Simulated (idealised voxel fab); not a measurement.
process module | voxel ribs on slabs
cross-section cut | 140 nm wide | cells 5 nm
A cross-section is a grid of square cells, given in bands from the top down. A band is one or more rows of cells.
Each band's line starts with the height of the band's top and of its bottom, in nm. Then come its materials from left to right, each with its width in nm. One material with "throughout" fills the band from edge to edge. "air" is empty space.
Height 0 is the level under which the wafer as received is all one material. The lowest band goes on downwards, as in "0 down".
A width such as "30 to 40" changes by the same amount from each row of cells to the next, from the band's top row to its bottom row.
"no change" after a step means that no cell of the cross-section changed.
closed voids: empty space of 8 cells or more with no open way to the top, each as width x height at its distance from the left edge, in nm
after a step's settings: what the simulator itself notes on the step
overlay nm, on a step with a mask: how far to the right of its planned place the mask lay; to the left if negative
plan
1 op RECEIVE | material Si
2 op DIRECTIONAL_DEP | material SiO2 | thk nm 30
3 op DIRECTIONAL_DEP | material SiN | thk nm 15
4 op DIRECTIONAL_DEP | material aC | thk nm 10
5 op PATTERN | tone cover | mask id RIB | material resist | width nm 30 | thk nm 30 | overlay nm 0
6 op DIRECTIONAL_ETCH | etch materials aC | depth nm 10
7 op STRIP | etch materials resist
8 op DIRECTIONAL_ETCH | etch materials SiN | depth nm 5
9 op STRIP | etch materials aC
10 op MASKED_ETCH | tone cover | mask id SLAB | width nm 90 | etch materials SiN | depth nm 10 | overlay nm 0
11 op FILL_DEP | material SiO2 | thk nm 30
12 op CMP | height nm 65
13 op DIRECTIONAL_DEP | material W | thk nm 10
14 op DIRECTIONAL_DEP | material aC | thk nm 10
15 op PATTERN | tone cover | mask id HEATER | material resist | width nm 40 | thk nm 30 | overlay nm 0
16 op DIRECTIONAL_ETCH | etch materials aC | depth nm 10
17 op STRIP | etch materials resist
18 op DIRECTIONAL_ETCH | etch materials W | depth nm 10
19 op STRIP | etch materials aC
20 op CONFORMAL_DEP | material SiN | thk nm 10
as received, after step 1
  0 down: Si throughout
  closed voids: none
a wafer at the end: this start, this plan, one mistake
  75 to 65: air 50 | W 40 | air 50
  65 to 45: SiO2 throughout
  45 to 40: SiO2 55 | SiN 30 | SiO2 55
  40 to 30: SiO2 25 | SiN 90 | SiO2 25
  30 to 0: SiO2 throughout
  0 down: Si throughout
  closed voids: none
what went wrong: step 20 was left out
